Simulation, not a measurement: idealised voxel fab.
This section sets out a process module, namely voxel transistor to metal.
cross-section cut | 290 nm wide | cells 5 nm
Cross-sections here: square-cell grids, written as top-down lists of bands, a band being one or more rows of cells.
Per band: top height and bottom height in nm, followed by the left-to-right materials and their widths in nm; "everywhere" marks a single material spanning edge to edge, "blank" marks empty space.
Heights are expressed relative to 0, this being the level below which the as-received wafer comprises one material exclusively. The lowest band is unbounded in the downward direction and is denoted as in "0 down".
Graded width ("30..40"): value in top row of band = first number; value in bottom row = second number; row-to-row change constant.
"same as before" for a step: no cell of the cross-section changed in that step.
Basically, "Closed internal voids" tells you about the enclosed voids: empty spaces with no open way to the top, 8 cells or bigger, each written width x height at distance, where distance is from the left edge, all in nm.
Past the settings on a step's line: simulator remark, on that step.
overlay nm: mask right of planned place by this much (step with mask). Neg. = left.
Pairs from here to the end. Each: cross-section before one process step, cross-section after it, the latter only as far down as the lowest band that changed. Under each: the step between, and its settings. Mind that the pairs may be taken from different runs of this module on the same starting wafer; whether a pair continues from the pair above depends on its entry headed "Before this step", and it does only where that entry says so.

Before this step:
  65 to 55  Cu everywhere
  55 to 50  TiN 40  Cu 5  TiN 65  Cu 5  TiN 55  Cu 5  TiN 65  Cu 5  TiN 45
  50 to 30  SiO2 35  TiN 5  Cu 5  TiN 5  SiO2 55  TiN 5  Cu 5  TiN 5  SiO2 45  TiN 5  Cu 5  TiN 5  SiO2 55  TiN 5  Cu 5  TiN 5  SiO2 40
  30 to 25  SiN 35  TiN 15  SiN 55  TiN 15  SiN 45  TiN 15  SiN 55  TiN 15  SiN 40
  25 to 15  SiO2 35  TiN 5  Ru 5  TiN 5  SiO2 55  TiN 5  Ru 5  TiN 5  SiO2 45  TiN 5  Ru 5  TiN 5  SiO2 55  TiN 5  Ru 5  TiN 5  SiO2 40
  15 to 5  SiO2 35  TiN 5  Ru 5  TiN 5  SiO2 5  SiN 5  HfO2 5  TiN 5  W 15  TiN 5  HfO2 5  SiN 5  SiO2 5  TiN 5  Ru 5  TiN 5  SiO2 45  TiN 5  Ru 5  TiN 5  SiO2 5  SiN 5  HfO2 5  TiN 5  W 15  TiN 5  HfO2 5  SiN 5  SiO2 5  TiN 5  Ru 5  TiN 5  SiO2 40
  5 to 0  SiO2 35  TiN 15  SiO2 5  SiN 5  HfO2 5  TiN 25  HfO2 5  SiN 5  SiO2 5  TiN 15  SiO2 45  TiN 15  SiO2 5  SiN 5  HfO2 5  TiN 25  HfO2 5  SiN 5  SiO2 5  TiN 15  SiO2 40
  0 to -5  SiO2 20  SiGe 35  SiO2 5  HfO2 35  SiO2 5  SiGe 35  SiO2 15  SiGe 35  SiO2 5  HfO2 35  SiO2 5  SiGe 35  SiO2 25
  -5 to -40  SiO2 25  Si 105  SiO2 25  Si 105  SiO2 30
  -40 down  Si everywhere
  Closed internal voids: none

Section After Processing:
  50 to 30  SiO2 35  TiN 5  Cu 5  TiN 5  SiO2 55  TiN 5  Cu 5  TiN 5  SiO2 45  TiN 5  Cu 5  TiN 5  SiO2 55  TiN 5  Cu 5  TiN 5  SiO2 40
  Below 30 it's all the same as before, nothing changed down there.
  Closed internal voids: none
Step, pre vs post cross-sections above: CMP,height nm 50

Before this step: The pre-step condition corresponds to the post-step cross-section depicted in the pair directly above.

Section After Processing:
  55 to 50  SiCN everywhere
  Below 50 it's all the same as before, nothing changed down there.
  Closed internal voids: none
Step, pre vs post cross-sections above: CONFORMAL_DEP,material SiCN,thk nm 5

Before this step: The pre-step condition corresponds to the post-step cross-section depicted in the pair directly above.

Section After Processing:
  80 to 55  lowk everywhere
  Below 55 it's all the same as before, nothing changed down there.
  Closed internal voids: none
Step, pre vs post cross-sections above: DIRECTIONAL_DEP,material lowk,thk nm 25

Before this step: The pre-step condition corresponds to the post-step cross-section depicted in the pair directly above.

Section After Processing:
  80 to 65  lowk 35  blank 15  lowk 115  blank 15  lowk 110
  Below 65 it's all the same as before, nothing changed down there.
  Closed internal voids: none
Step, pre vs post cross-sections above: MASKED_ETCH,tone open,mask id METAL_2,width nm 15,pitch nm 130,etch materials lowk,depth nm 15,overlay nm 0

Before this step: The pre-step condition corresponds to the post-step cross-section depicted in the pair directly above.

Section After Processing:
  80 to 55  lowk 35  blank 15  lowk 115  blank 15  lowk 110
  Below 55 it's all the same as before, nothing changed down there.
  Closed internal voids: none
Step, pre vs post cross-sections above: MASKED_ETCH,tone open,mask id METAL_2_HOLES,width nm 15,pitch nm 130,etch materials lowk,depth nm 10,overlay nm 0

Before this step: The pre-step condition corresponds to the post-step cross-section depicted in the pair directly above.

Section After Processing:
  80 to 55  lowk 35  blank 15  lowk 115  blank 15  lowk 110
  55 to 50  SiCN 35  blank 15  SiCN 115  blank 15  SiCN 110
  Below 50 it's all the same as before, nothing changed down there.
  Closed internal voids: none
Step, pre vs post cross-sections above: MASKED_ETCH,tone open,mask id METAL_2_HOLES,width nm 15,pitch nm 130,etch materials SiCN,depth nm 5,overlay nm 0

Before this step: The pre-step condition corresponds to the post-step cross-section depicted in the pair directly above.

Section After Processing:
  85 to 80  TiN 40  blank 5  TiN 125  blank 5  TiN 115
  80 to 55  lowk 35  TiN 5  blank 5  TiN 5  lowk 115  TiN 5  blank 5  TiN 5  lowk 110
  55 to 50  SiCN 35  TiN 15  SiCN 115  TiN 15  SiCN 110
  Below 50 it's all the same as before, nothing changed down there.
  Closed internal voids: none
Step, pre vs post cross-sections above: CONFORMAL_DEP,material TiN,thk nm 5

Before this step: The pre-step condition corresponds to the post-step cross-section depicted in the pair directly above.

Section After Processing:
  95 to 85  Cu everywhere
  85 to 80  TiN 40  Cu 5  TiN 125  Cu 5  TiN 115
  80 to 55  lowk 35  TiN 5  Cu 5  TiN 5  lowk 115  TiN 5  Cu 5  TiN 5  lowk 110
  Below 55 it's all the same as before, nothing changed down there.
  Closed internal voids: none
Step, pre vs post cross-sections above: FILL_DEP,material Cu,thk nm 10

Before this step: The pre-step condition corresponds to the post-step cross-section depicted in the pair directly above.

Section After Processing:
  80 to 55  lowk 35  TiN 5  Cu 5  TiN 5  lowk 115  TiN 5  Cu 5  TiN 5  lowk 110
  Below 55 it's all the same as before, nothing changed down there.
  Closed internal voids: none
Step, pre vs post cross-sections above: CMP,height nm 80

Before this step: The pre-step condition corresponds to the post-step cross-section depicted in the pair directly above.

Section After Processing:
  85 to 80  SiCN everywhere
  Below 80 it's all the same as before, nothing changed down there.
  Closed internal voids: none
Step, pre vs post cross-sections above: CONFORMAL_DEP,material SiCN,thk nm 5

Before this step:
  15 to 5  blank 25  SiN 105  blank 25  SiN 105  blank 30
  5 to 0  SiO2 everywhere
  0 to -20  SiO2 25  Si 105  SiO2 25  Si 105  SiO2 30
  -20 down  Si everywhere
  Closed internal voids: none

Section After Processing:
  15 to 5  blank 25  SiN 105  blank 25  SiN 105  blank 30
  5 to 0  blank 30  SiO2 95  blank 35  SiO2 95  blank 35
  Below 0 it's all the same as before, nothing changed down there.
  Closed internal voids: none
Step, pre vs post cross-sections above: SELECTIVE_ETCH,etch materials SiO2,depth nm 5

Before this step: The pre-step condition corresponds to the post-step cross-section depicted in the pair directly above.

Section After Processing:
  5 to 0  blank 30  SiO2 95  blank 35  SiO2 95  blank 35
  Below 0 it's all the same as before, nothing changed down there.
  Closed internal voids: none
Step, pre vs post cross-sections above: STRIP,etch materials SiN

Before this step: The pre-step condition corresponds to the post-step cross-section depicted in the pair directly above.

Section After Processing:
  5 to 0  blank 30  SiO2 95  blank 35  SiO2 95  blank 35
  0 to -5  SiO2 35  Si 85  SiO2 45  Si 85  SiO2 40
  Below -5 it's all the same as before, nothing changed down there.
  Closed internal voids: none
Step, pre vs post cross-sections above: OXIDIZE,depth nm 5

Before this step: The pre-step condition corresponds to the post-step cross-section depicted in the pair directly above.

Section After Processing:
  25 to 20  blank 30  polySi 95  blank 35  polySi 95  blank 35
  20 to 5  polySi everywhere
  5 to 0  polySi 30  SiO2 95  polySi 35  SiO2 95  polySi 35
  Below 0 it's all the same as before, nothing changed down there.
  Closed internal voids: none
Step, pre vs post cross-sections above: DIRECTIONAL_DEP,material polySi,thk nm 20

Before this step: The pre-step condition corresponds to the post-step cross-section depicted in the pair directly above.

Section After Processing:
  40 to 35  blank 30  SiCN 95  blank 35  SiCN 95  blank 35
  35 to 25  SiCN everywhere
  25 to 20  SiCN 30  polySi 95  SiCN 35  polySi 95  SiCN 35
  Below 20 it's all the same as before, nothing changed down there.
  Closed internal voids: none
Step, pre vs post cross-sections above: DIRECTIONAL_DEP,material SiCN,thk nm 15

Before this step: The pre-step condition corresponds to the post-step cross-section depicted in the pair directly above.

Section After Processing:
  50 to 45  blank 30  aC 95  blank 35  aC 95  blank 35
  45 to 40  aC everywhere
  40 to 35  aC 30  SiCN 95  aC 35  SiCN 95  aC 35
  Below 35 it's all the same as before, nothing changed down there.
  Closed internal voids: none
Step, pre vs post cross-sections above: DIRECTIONAL_DEP,material aC,thk nm 10

Before this step: The pre-step condition corresponds to the post-step cross-section depicted in the pair directly above.

Section After Processing:
  80 to 50  blank 65  resist 25  blank 105  resist 25  blank 70
  Below 50 it's all the same as before, nothing changed down there.
  Closed internal voids: none
Step, pre vs post cross-sections above: PATTERN,tone cover,mask id GATE,material resist,width nm 25,pitch nm 130,thk nm 30,overlay nm 0

Before this step: The pre-step condition corresponds to the post-step cross-section depicted in the pair directly above.

Section After Processing:
  70 to 50  blank 65  resist 25  blank 105  resist 25  blank 70
  50 to 40  blank 65  aC 25  blank 105  aC 25  blank 70
  40 to 35  blank 30  SiCN 95  blank 35  SiCN 95  blank 35
  Below 35 it's all the same as before, nothing changed down there.
  Closed internal voids: none
Step, pre vs post cross-sections above: DIRECTIONAL_ETCH,etch materials aC,depth nm 10

Before this step: The pre-step condition corresponds to the post-step cross-section depicted in the pair directly above.

Section After Processing:
  50 to 40  blank 65  aC 25  blank 105  aC 25  blank 70
  Below 40 it's all the same as before, nothing changed down there.
  Closed internal voids: none
Step, pre vs post cross-sections above: STRIP,etch materials resist

Before this step: The pre-step condition corresponds to the post-step cross-section depicted in the pair directly above.

Section After Processing:
  50 to 40  blank 65  aC 25  blank 105  aC 25  blank 70
  40 to 25  blank 65  SiCN 25  blank 105  SiCN 25  blank 70
  25 to 20  blank 30  polySi 95  blank 35  polySi 95  blank 35
  Below 20 it's all the same as before, nothing changed down there.
  Closed internal voids: none
Step, pre vs post cross-sections above: DIRECTIONAL_ETCH,etch materials SiCN,depth nm 25

Before this step: The pre-step condition corresponds to the post-step cross-section depicted in the pair directly above.

Section After Processing:
  50 to 40  blank 65  aC 25  blank 105  aC 25  blank 70
  40 to 25  blank 65  SiCN 25  blank 105  SiCN 25  blank 70
  25 to 5  blank 65  polySi 25  blank 105  polySi 25  blank 70
  5 to 0  blank 30  SiO2 95  blank 35  SiO2 95  blank 35
  Below 0 it's all the same as before, nothing changed down there.
  Closed internal voids: none
Step, pre vs post cross-sections above: DIRECTIONAL_ETCH,etch materials polySi,depth nm 30

Before this step: The pre-step condition corresponds to the post-step cross-section depicted in the pair directly above.

Section After Processing:
  40 to 25  blank 65  SiCN 25  blank 105  SiCN 25  blank 70
  Below 25 it's all the same as before, nothing changed down there.
  Closed internal voids: none
Step, pre vs post cross-sections above: STRIP,etch materials aC

Before this step: The pre-step condition corresponds to the post-step cross-section depicted in the pair directly above.

Section After Processing:
  45 to 40  blank 60  SiO2 35  blank 95  SiO2 35  blank 65
  40 to 25  blank 60  SiO2 5  SiCN 25  SiO2 5  blank 95  SiO2 5  SiCN 25  SiO2 5  blank 65
  25 to 10  blank 60  SiO2 5  polySi 25  SiO2 5  blank 95  SiO2 5  polySi 25  SiO2 5  blank 65
  10 to 5  blank 25  SiO2 40  polySi 25  SiO2 40  blank 25  SiO2 40  polySi 25  SiO2 40  blank 30
  5 to 0  SiO2 everywhere
  Below 0 it's all the same as before, nothing changed down there.
  Closed internal voids: none
Step, pre vs post cross-sections above: CONFORMAL_DEP,material SiO2,thk nm 5

Before this step: The pre-step condition corresponds to the post-step cross-section depicted in the pair directly above.

Section After Processing:
  40 to 25  blank 60  SiO2 5  SiCN 25  SiO2 5  blank 95  SiO2 5  SiCN 25  SiO2 5  blank 65
  25 to 5  blank 60  SiO2 5  polySi 25  SiO2 5  blank 95  SiO2 5  polySi 25  SiO2 5  blank 65
  5 to 0  blank 25  SiO2 105  blank 25  SiO2 105  blank 30
  Below 0 it's all the same as before, nothing changed down there.
  Closed internal voids: none
Step, pre vs post cross-sections above: DIRECTIONAL_ETCH,etch materials SiO2,depth nm 5

Before this step: The pre-step condition corresponds to the post-step cross-section depicted in the pair directly above.

Section After Processing:
  45 to 40  blank 55  SiN 45  blank 85  SiN 45  blank 60
  40 to 25  blank 55  SiN 5  SiO2 5  SiCN 25  SiO2 5  SiN 5  blank 85  SiN 5  SiO2 5  SiCN 25  SiO2 5  SiN 5  blank 60
  25 to 10  blank 55  SiN 5  SiO2 5  polySi 25  SiO2 5  SiN 5  blank 85  SiN 5  SiO2 5  polySi 25  SiO2 5  SiN 5  blank 60
  10 to 5  blank 20  SiN 40  SiO2 5  polySi 25  SiO2 5  SiN 40  blank 15  SiN 40  SiO2 5  polySi 25  SiO2 5  SiN 40  blank 25
  5 to 0  SiN 25  SiO2 105  SiN 25  SiO2 105  SiN 30
  Below 0 it's all the same as before, nothing changed down there.
  Closed internal voids: none
Step, pre vs post cross-sections above: CONFORMAL_DEP,material SiN,thk nm 5

Before this step: The pre-step condition corresponds to the post-step cross-section depicted in the pair directly above.

Section After Processing:
  40 to 25  blank 55  SiN 5  SiO2 5  SiCN 25  SiO2 5  SiN 5  blank 85  SiN 5  SiO2 5  SiCN 25  SiO2 5  SiN 5  blank 60
  25 to 5  blank 55  SiN 5  SiO2 5  polySi 25  SiO2 5  SiN 5  blank 85  SiN 5  SiO2 5  polySi 25  SiO2 5  SiN 5  blank 60
  5 to 0  blank 20  SiN 5  SiO2 105  SiN 5  blank 15  SiN 5  SiO2 105  SiN 5  blank 25
  Below 0 it's all the same as before, nothing changed down there.
  Closed internal voids: none
Step, pre vs post cross-sections above: DIRECTIONAL_ETCH,etch materials SiN,depth nm 5

Before this step: The pre-step condition corresponds to the post-step cross-section depicted in the pair directly above.

Section After Processing:
  40 to 35  blank 55  SiN 5  blank 5  SiCN 25  blank 5  SiN 5  blank 85  SiN 5  blank 5  SiCN 25  blank 5  SiN 5  blank 60
  35 to 25  blank 55  SiN 5  SiO2 5  SiCN 25  SiO2 5  SiN 5  blank 85  SiN 5  SiO2 5  SiCN 25  SiO2 5  SiN 5  blank 60
  25 to 5  blank 55  SiN 5  SiO2 5  polySi 25  SiO2 5  SiN 5  blank 85  SiN 5  SiO2 5  polySi 25  SiO2 5  SiN 5  blank 60
  5 to 0  blank 20  SiN 5  blank 30  SiO2 45  blank 30  SiN 5  blank 15  SiN 5  blank 30  SiO2 45  blank 30  SiN 5  blank 25
  0 to -5  blank 20  SiO2 15  Si 85  SiO2 15  blank 15  SiO2 15  Si 85  SiO2 15  blank 25
  Below -5 it's all the same as before, nothing changed down there.
  Closed internal voids: none
Step, pre vs post cross-sections above: DIRECTIONAL_ETCH,etch materials SiO2,depth nm 5

Before this step: The pre-step condition corresponds to the post-step cross-section depicted in the pair directly above.

Section After Processing:
  40 to 35  blank 55  SiN 5  blank 5  SiCN 25  blank 5  SiN 5  blank 85  SiN 5  blank 5  SiCN 25  blank 5  SiN 5  blank 60
  35 to 25  blank 55  SiN 5  SiO2 5  SiCN 25  SiO2 5  SiN 5  blank 85  SiN 5  SiO2 5  SiCN 25  SiO2 5  SiN 5  blank 60
  25 to 5  blank 55  SiN 5  SiO2 5  polySi 25  SiO2 5  SiN 5  blank 85  SiN 5  SiO2 5  polySi 25  SiO2 5  SiN 5  blank 60
  5 to 0  blank 20  SiN 5  blank 5  SiGe 25  SiO2 45  SiGe 25  blank 5  SiN 5  blank 15  SiN 5  blank 5  SiGe 25  SiO2 45  SiGe 25  blank 5  SiN 5  blank 25
  Below 0 it's all the same as before, nothing changed down there.
  Closed internal voids: none
Step, pre vs post cross-sections above: EPI,material SiGe,thk nm 5

Before this step: The pre-step condition corresponds to the post-step cross-section depicted in the pair directly above.

Section After Processing:
  50 to 40  SiO2 everywhere
  40 to 25  SiO2 55  SiN 5  SiO2 5  SiCN 25  SiO2 5  SiN 5  SiO2 85  SiN 5  SiO2 5  SiCN 25  SiO2 5  SiN 5  SiO2 60
  25 to 5  SiO2 55  SiN 5  SiO2 5  polySi 25  SiO2 5  SiN 5  SiO2 85  SiN 5  SiO2 5  polySi 25  SiO2 5  SiN 5  SiO2 60
  5 to 0  SiO2 20  SiN 5  SiO2 5  SiGe 25  SiO2 45  SiGe 25  SiO2 5  SiN 5  SiO2 15  SiN 5  SiO2 5  SiGe 25  SiO2 45  SiGe 25  SiO2 5  SiN 5  SiO2 25
  0 to -5  SiO2 35  Si 85  SiO2 45  Si 85  SiO2 40
  Below -5 it's all the same as before, nothing changed down there.
  Closed internal voids: none
Step, pre vs post cross-sections above: FILL_DEP,material SiO2,thk nm 10

Before this step: The pre-step condition corresponds to the post-step cross-section depicted in the pair directly above.

Section After Processing:
  20 to 5  SiO2 55  SiN 5  SiO2 5  polySi 25  SiO2 5  SiN 5  SiO2 85  SiN 5  SiO2 5  polySi 25  SiO2 5  SiN 5  SiO2 60
  Below 5 it's all the same as before, nothing changed down there.
  Closed internal voids: none
Step, pre vs post cross-sections above: CMP,height nm 20

Before this step: The pre-step condition corresponds to the post-step cross-section depicted in the pair directly above.

Section After Processing:
  20 to 5  SiO2 55  SiN 5  SiO2 5  blank 25  SiO2 5  SiN 5  SiO2 85  SiN 5  SiO2 5  blank 25  SiO2 5  SiN 5  SiO2 60
  Below 5 it's all the same as before, nothing changed down there.
  Closed internal voids: none
Step, pre vs post cross-sections above: STRIP,etch materials polySi

Before this step: The pre-step condition corresponds to the post-step cross-section depicted in the pair directly above.

Section After Processing:
  20 to 15  blank 55  SiN 5  blank 35  SiN 5  blank 85  SiN 5  blank 35  SiN 5  blank 60
  15 to 5  SiO2 55  SiN 5  blank 35  SiN 5  SiO2 85  SiN 5  blank 35  SiN 5  SiO2 60
  5 to 0  SiO2 20  SiN 5  SiO2 5  SiGe 25  SiO2 5  blank 35  SiO2 5  SiGe 25  SiO2 5  SiN 5  SiO2 15  SiN 5  SiO2 5  SiGe 25  SiO2 5  blank 35  SiO2 5  SiGe 25  SiO2 5  SiN 5  SiO2 25
  Below 0 it's all the same as before, nothing changed down there.
  Closed internal voids: none
Step, pre vs post cross-sections above: SELECTIVE_ETCH,etch materials SiO2,depth nm 5

Before this step: The pre-step condition corresponds to the post-step cross-section depicted in the pair directly above.

Section After Processing:
  25 to 20  blank 50  HfO2 15  blank 25  HfO2 15  blank 75  HfO2 15  blank 25  HfO2 15  blank 55
  20 to 15  HfO2 55  SiN 5  HfO2 5  blank 25  HfO2 5  SiN 5  HfO2 85  SiN 5  HfO2 5  blank 25  HfO2 5  SiN 5  HfO2 60
  15 to 5  SiO2 55  SiN 5  HfO2 5  blank 25  HfO2 5  SiN 5  SiO2 85  SiN 5  HfO2 5  blank 25  HfO2 5  SiN 5  SiO2 60
  5 to 0  SiO2 20  SiN 5  SiO2 5  SiGe 25  SiO2 5  HfO2 35  SiO2 5  SiGe 25  SiO2 5  SiN 5  SiO2 15  SiN 5  SiO2 5  SiGe 25  SiO2 5  HfO2 35  SiO2 5  SiGe 25  SiO2 5  SiN 5  SiO2 25
  Below 0 it's all the same as before, nothing changed down there.
  Closed internal voids: none
Step, pre vs post cross-sections above: CONFORMAL_DEP,material HfO2,thk nm 5

Before this step: The pre-step condition corresponds to the post-step cross-section depicted in the pair directly above.

Section After Processing:
  30 to 25  blank 45  TiN 25  blank 15  TiN 25  blank 65  TiN 25  blank 15  TiN 25  blank 50
  25 to 20  TiN 50  HfO2 15  TiN 5  blank 15  TiN 5  HfO2 15  TiN 75  HfO2 15  TiN 5  blank 15  TiN 5  HfO2 15  TiN 55
  20 to 15  HfO2 55  SiN 5  HfO2 5  TiN 5  blank 15  TiN 5  HfO2 5  SiN 5  HfO2 85  SiN 5  HfO2 5  TiN 5  blank 15  TiN 5  HfO2 5  SiN 5  HfO2 60
  15 to 10  SiO2 55  SiN 5  HfO2 5  TiN 5  blank 15  TiN 5  HfO2 5  SiN 5  SiO2 85  SiN 5  HfO2 5  TiN 5  blank 15  TiN 5  HfO2 5  SiN 5  SiO2 60
  10 to 5  SiO2 55  SiN 5  HfO2 5  TiN 25  HfO2 5  SiN 5  SiO2 85  SiN 5  HfO2 5  TiN 25  HfO2 5  SiN 5  SiO2 60
  Below 5 it's all the same as before, nothing changed down there.
  Closed internal voids: none
Step, pre vs post cross-sections above: CONFORMAL_DEP,material TiN,thk nm 5

Before this step: The pre-step condition corresponds to the post-step cross-section depicted in the pair directly above.

Section After Processing:
  40 to 30  W everywhere
  30 to 25  W 45  TiN 25  W 15  TiN 25  W 65  TiN 25  W 15  TiN 25  W 50
  25 to 20  TiN 50  HfO2 15  TiN 5  W 15  TiN 5  HfO2 15  TiN 75  HfO2 15  TiN 5  W 15  TiN 5  HfO2 15  TiN 55
  20 to 15  HfO2 55  SiN 5  HfO2 5  TiN 5  W 15  TiN 5  HfO2 5  SiN 5  HfO2 85  SiN 5  HfO2 5  TiN 5  W 15  TiN 5  HfO2 5  SiN 5  HfO2 60
  15 to 10  SiO2 55  SiN 5  HfO2 5  TiN 5  W 15  TiN 5  HfO2 5  SiN 5  SiO2 85  SiN 5  HfO2 5  TiN 5  W 15  TiN 5  HfO2 5  SiN 5  SiO2 60
  Below 10 it's all the same as before, nothing changed down there.
  Closed internal voids: none
Step, pre vs post cross-sections above: FILL_DEP,material W,thk nm 10

Before this step: The pre-step condition corresponds to the post-step cross-section depicted in the pair directly above.

Section After Processing:
  15 to 10  SiO2 55  SiN 5  HfO2 5  TiN 5  W 15  TiN 5  HfO2 5  SiN 5  SiO2 85  SiN 5  HfO2 5  TiN 5  W 15  TiN 5  HfO2 5  SiN 5  SiO2 60
  Below 10 it's all the same as before, nothing changed down there.
  Closed internal voids: none
Step, pre vs post cross-sections above: CMP,height nm 15

Before this step: The pre-step condition corresponds to the post-step cross-section depicted in the pair directly above.

Section After Processing:
  25 to 15  SiO2 everywhere
  Below 15 it's all the same as before, nothing changed down there.
  Closed internal voids: none
Step, pre vs post cross-sections above: DIRECTIONAL_DEP,material SiO2,thk nm 10

Before this step: The pre-step condition corresponds to the post-step cross-section depicted in the pair directly above.

Section After Processing:
  40 to 25  aC everywhere
  Below 25 it's all the same as before, nothing changed down there.
  Closed internal voids: none
Step, pre vs post cross-sections above: DIRECTIONAL_DEP,material aC,thk nm 15

Before this step: The pre-step condition corresponds to the post-step cross-section depicted in the pair directly above.

Section After Processing:
  70 to 40  resist 35  blank 15  resist 55  blank 15  resist 45  blank 15  resist 55  blank 15  resist 40
  Below 40 it's all the same as before, nothing changed down there.
  Closed internal voids: none
Step, pre vs post cross-sections above: PATTERN,tone open,mask id CONTACT,material resist,width nm 15,thk nm 30,overlay nm 0

Before this step: The pre-step condition corresponds to the post-step cross-section depicted in the pair directly above.

Section After Processing:
  55 to 40  resist 35  blank 15  resist 55  blank 15  resist 45  blank 15  resist 55  blank 15  resist 40
  40 to 25  aC 35  blank 15  aC 55  blank 15  aC 45  blank 15  aC 55  blank 15  aC 40
  Below 25 it's all the same as before, nothing changed down there.
  Closed internal voids: none
Step, pre vs post cross-sections above: DIRECTIONAL_ETCH,etch materials aC,depth nm 15

Before this step: The pre-step condition corresponds to the post-step cross-section depicted in the pair directly above.

Section After Processing:
  40 to 25  aC 35  blank 15  aC 55  blank 15  aC 45  blank 15  aC 55  blank 15  aC 40
  Below 25 it's all the same as before, nothing changed down there.
  Closed internal voids: none
Step, pre vs post cross-sections above: STRIP,etch materials resist

Before this step: The pre-step condition corresponds to the post-step cross-section depicted in the pair directly above.

Section After Processing:
  40 to 25  aC 35  blank 15  aC 55  blank 15  aC 45  blank 15  aC 55  blank 15  aC 40
  25 to 15  SiO2 35  blank 15  SiO2 55  blank 15  SiO2 45  blank 15  SiO2 55  blank 15  SiO2 40
  15 to 10  SiO2 35  blank 15  SiO2 5  SiN 5  HfO2 5  TiN 5  W 15  TiN 5  HfO2 5  SiN 5  SiO2 5  blank 15  SiO2 45  blank 15  SiO2 5  SiN 5  HfO2 5  TiN 5  W 15  TiN 5  HfO2 5  SiN 5  SiO2 5  blank 15  SiO2 40
  10 to 5  SiO2 35  blank 15  SiO2 5  SiN 5  HfO2 5  TiN 25  HfO2 5  SiN 5  SiO2 5  blank 15  SiO2 45  blank 15  SiO2 5  SiN 5  HfO2 5  TiN 25  HfO2 5  SiN 5  SiO2 5  blank 15  SiO2 40
  Below 5 it's all the same as before, nothing changed down there.
  Closed internal voids: none
Step, pre vs post cross-sections above: DIRECTIONAL_ETCH,etch materials SiO2,depth nm 25

Before this step: The pre-step condition corresponds to the post-step cross-section depicted in the pair directly above.

Section After Processing:
  25 to 15  SiO2 35  blank 15  SiO2 55  blank 15  SiO2 45  blank 15  SiO2 55  blank 15  SiO2 40
  Below 15 it's all the same as before, nothing changed down there.
  Closed internal voids: none
Step, pre vs post cross-sections above: STRIP,etch materials aC

Before this step: The pre-step condition corresponds to the post-step cross-section depicted in the pair directly above.

Section After Processing:
  30 to 25  TiN 40  blank 5  TiN 65  blank 5  TiN 55  blank 5  TiN 65  blank 5  TiN 45
  25 to 15  SiO2 35  TiN 5  blank 5  TiN 5  SiO2 55  TiN 5  blank 5  TiN 5  SiO2 45  TiN 5  blank 5  TiN 5  SiO2 55  TiN 5  blank 5  TiN 5  SiO2 40
  15 to 10  SiO2 35  TiN 5  blank 5  TiN 5  SiO2 5  SiN 5  HfO2 5  TiN 5  W 15  TiN 5  HfO2 5  SiN 5  SiO2 5  TiN 5  blank 5  TiN 5  SiO2 45  TiN 5  blank 5  TiN 5  SiO2 5  SiN 5  HfO2 5  TiN 5  W 15  TiN 5  HfO2 5  SiN 5  SiO2 5  TiN 5  blank 5  TiN 5  SiO2 40
  10 to 5  SiO2 35  TiN 15  SiO2 5  SiN 5  HfO2 5  TiN 25  HfO2 5  SiN 5  SiO2 5  TiN 15  SiO2 45  TiN 15  SiO2 5  SiN 5  HfO2 5  TiN 25  HfO2 5  SiN 5  SiO2 5  TiN 15  SiO2 40
  Below 5 it's all the same as before, nothing changed down there.
  Closed internal voids: none
Step, pre vs post cross-sections above: CONFORMAL_DEP,material TiN,thk nm 5

Before this step: The pre-step condition corresponds to the post-step cross-section depicted in the pair directly above.

Section After Processing:
  40 to 30  Ru everywhere
  30 to 25  TiN 40  Ru 5  TiN 65  Ru 5  TiN 55  Ru 5  TiN 65  Ru 5  TiN 45
  25 to 15  SiO2 35  TiN 5  Ru 5  TiN 5  SiO2 55  TiN 5  Ru 5  TiN 5  SiO2 45  TiN 5  Ru 5  TiN 5  SiO2 55  TiN 5  Ru 5  TiN 5  SiO2 40
  15 to 10  SiO2 35  TiN 5  Ru 5  TiN 5  SiO2 5  SiN 5  HfO2 5  TiN 5  W 15  TiN 5  HfO2 5  SiN 5  SiO2 5  TiN 5  Ru 5  TiN 5  SiO2 45  TiN 5  Ru 5  TiN 5  SiO2 5  SiN 5  HfO2 5  TiN 5  W 15  TiN 5  HfO2 5  SiN 5  SiO2 5  TiN 5  Ru 5  TiN 5  SiO2 40
  Below 10 it's all the same as before, nothing changed down there.
  Closed internal voids: none
Step, pre vs post cross-sections above: FILL_DEP,material Ru,thk nm 10

Before this step: The pre-step condition corresponds to the post-step cross-section depicted in the pair directly above.

Section After Processing:
  25 to 15  SiO2 35  TiN 5  Ru 5  TiN 5  SiO2 55  TiN 5  Ru 5  TiN 5  SiO2 45  TiN 5  Ru 5  TiN 5  SiO2 55  TiN 5  Ru 5  TiN 5  SiO2 40
  Below 15 it's all the same as before, nothing changed down there.
  Closed internal voids: none
Step, pre vs post cross-sections above: CMP,height nm 25

Before this step: The pre-step condition corresponds to the post-step cross-section depicted in the pair directly above.

Section After Processing:
  30 to 25  SiN everywhere
  Below 25 it's all the same as before, nothing changed down there.
  Closed internal voids: none
Step, pre vs post cross-sections above: CONFORMAL_DEP,material SiN,thk nm 5

Before this step: The pre-step condition corresponds to the post-step cross-section depicted in the pair directly above.

Section After Processing:
  50 to 30  SiO2 everywhere
  Below 30 it's all the same as before, nothing changed down there.
  Closed internal voids: none
Step, pre vs post cross-sections above: DIRECTIONAL_DEP,material SiO2,thk nm 20

Before this step: The pre-step condition corresponds to the post-step cross-section depicted in the pair directly above.

Section After Processing:
  50 to 30  SiO2 35  blank 15  SiO2 55  blank 15  SiO2 45  blank 15  SiO2 55  blank 15  SiO2 40
  Below 30 it's all the same as before, nothing changed down there.
  Closed internal voids: none
Step, pre vs post cross-sections above: MASKED_ETCH,tone open,mask id METAL_1,width nm 15,etch materials SiO2,depth nm 20,overlay nm 0

Before this step: The pre-step condition corresponds to the post-step cross-section depicted in the pair directly above.

Section After Processing:
  50 to 30  SiO2 35  blank 15  SiO2 55  blank 15  SiO2 45  blank 15  SiO2 55  blank 15  SiO2 40
  30 to 25  SiN 35  blank 15  SiN 55  blank 15  SiN 45  blank 15  SiN 55  blank 15  SiN 40
  Below 25 it's all the same as before, nothing changed down there.
  Closed internal voids: none
Step, pre vs post cross-sections above: MASKED_ETCH,tone open,mask id METAL_1,width nm 15,etch materials SiN,depth nm 5,overlay nm 0
